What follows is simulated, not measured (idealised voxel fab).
voxel wiring stack: a process module
Shown is cross-section cut, with a width of 230 nm and square cells of size 5 nm.
Heads up, the way a cross-section reads in here is a grid of square cells, handed over as bands from the top down, with every band being one or more rows of cells. Within each band entry, the heights of the top and of the bottom of the band appear first, in that order and in nm; the materials of the band then follow from left to right, each with its corresponding width in nm. The designation "full width" on a single material indicates that it fills the band from edge to edge; the designation "air" indicates empty space. Basically, 0 is our baseline, since under it the wafer straight out of the box is all one material. The bottom band has no lower end and keeps on going down, so it looks like "0 -> down". The two numbers in a width such as "30 to 40" mark its ends across the band: the first belongs to the top row of cells, the second to the bottom row, and from each row to the next the width moves by the same amount. It should be understood that the words "no alteration", when stated for a given step, signify that the cross-section underwent no change in any of its cells during that step. Entry "Sealed-off cavities" = empty spaces >= 8 cells with no open way to the top; each as width x height at distance, distance from left edge, all nm. Step line, after settings: the simulator's comment on this step. "overlay nm", when on a step's line for a step with a mask, measures how far to the right of its planned place the mask lay; a negative measure means to the left.

## Steps in the process plan
step 1: op RECEIVE | material Si
step 2: op CONFORMAL_DEP | material SiO2 | thk nm 10
step 3: op DIRECTIONAL_DEP | material TiN | thk nm 5
step 4: op DIRECTIONAL_DEP | material W | thk nm 20
step 5: op DIRECTIONAL_DEP | material aC | thk nm 15
step 6: op PATTERN | tone cover | mask id METAL_1 | material resist | width nm 30 | pitch nm 50 | thk nm 35 | overlay nm 0
step 7: op DIRECTIONAL_ETCH | etch materials aC | depth nm 15
step 8: op STRIP | etch materials resist
step 9: op DIRECTIONAL_ETCH | etch materials W | depth nm 20
step 10: op DIRECTIONAL_ETCH | etch materials TiN | depth nm 5
step 11: op STRIP | etch materials aC
step 12: op FILL_DEP | material SiO2 | thk nm 5
step 13: op CMP | height nm 35
step 14: op CONFORMAL_DEP | material SiCN | thk nm 5
step 15: op DIRECTIONAL_DEP | material SiO2 | thk nm 25
step 16: op DIRECTIONAL_DEP | material aC | thk nm 15
step 17: op PATTERN | tone open | mask id METAL_2 | material resist | width nm 30 | pitch nm 50 | thk nm 35 | overlay nm 0
step 18: op DIRECTIONAL_ETCH | etch materials aC | depth nm 15
step 19: op STRIP | etch materials resist
step 20: op DIRECTIONAL_ETCH | etch materials SiO2 | depth nm 15
step 21: op STRIP | etch materials aC
step 22: op PATTERN | tone open | mask id METAL_2_HOLES | material resist | width nm 15 | pitch nm 50 | thk nm 20 | overlay nm 0
step 23: op DIRECTIONAL_ETCH | etch materials SiO2 | depth nm 10
step 24: op DIRECTIONAL_ETCH | etch materials SiCN | depth nm 5
step 25: op STRIP | etch materials resist
step 26: op CONFORMAL_DEP | material TiN | thk nm 5
step 27: op FILL_DEP | material Cu | thk nm 5
step 28: op CMP | height nm 65
step 29: op CONFORMAL_DEP | material SiCN | thk nm 5
step 30: op DIRECTIONAL_DEP | material SiO2 | thk nm 30
step 31: op DIRECTIONAL_DEP | material aC | thk nm 10
step 32: op PATTERN | tone open | mask id METAL_3_HOLES | material resist | width nm 15 | pitch nm 50 | thk nm 30 | overlay nm 0
step 33: op DIRECTIONAL_ETCH | etch materials aC | depth nm 10
step 34: op STRIP | etch materials resist
step 35: op DIRECTIONAL_ETCH | etch materials SiO2 | depth nm 30
step 36: op STRIP | etch materials aC
step 37: op DIRECTIONAL_DEP | material aC | thk nm 15
step 38: op PATTERN | tone open | mask id METAL_3 | material resist | width nm 30 | pitch nm 50 | thk nm 35 | overlay nm 0
step 39: op DIRECTIONAL_ETCH | etch materials aC | depth nm 15
step 40: op STRIP | etch materials resist
step 41: op DIRECTIONAL_ETCH | etch materials SiO2 | depth nm 20
step 42: op DIRECTIONAL_ETCH | etch materials SiCN | depth nm 5
step 43: op STRIP | etch materials aC
step 44: op CONFORMAL_DEP | material TiN | thk nm 5
step 45: op FILL_DEP | material Cu | thk nm 10
step 46: op CMP | height nm 100
step 47: op CONFORMAL_DEP | material SiN | thk nm 5

## Cross-section of the wafer at receipt, which is the condition after step 1
- 0 -> down: Si full width
- Sealed-off cavities: none

## Final cross-section, module run with one mistake (start and plan as above)
- 105 -> 100: SiN full width
- 100 -> 85: SiO2 75 / TiN 5 / Cu 20 / TiN 5 / SiO2 20 / TiN 5 / Cu 20 / TiN 5 / SiO2 75
- 85 -> 80: SiO2 75 / TiN 5 / Cu 5 / TiN 20 / SiO2 20 / TiN 5 / Cu 5 / TiN 20 / SiO2 75
- 80 -> 70: SiO2 75 / TiN 5 / Cu 5 / TiN 5 / SiO2 35 / TiN 5 / Cu 5 / TiN 5 / SiO2 90
- 70 -> 65: SiCN 75 / TiN 15 / SiCN 35 / TiN 15 / SiCN 90
- 65 -> 55: Cu 85 to 70 / TiN 5 to 20 / SiO2 15 / TiN 5 / Cu 25 to 10 / TiN 5 to 20 / SiO2 15 / TiN 5 / Cu 70
- 55 -> 50: TiN 75 / SiO2 30 / TiN 20 / SiO2 30 / TiN 75
- 50 -> 40: SiO2 full width
- 40 -> 35: SiCN full width
- 35 -> 15: SiO2 75 / W 30 / SiO2 20 / W 30 / SiO2 75
- 15 -> 10: SiO2 75 / TiN 30 / SiO2 20 / TiN 30 / SiO2 75
- 10 -> 0: SiO2 full width
- 0 -> down: Si full width
- Sealed-off cavities: none
Finding, execution versus plan: step 17: run off-plan, actual operation and settings op PATTERN | tone cover | mask id METAL_2 | material resist | width nm 30 | pitch nm 50 | thk nm 35 | overlay nm 0
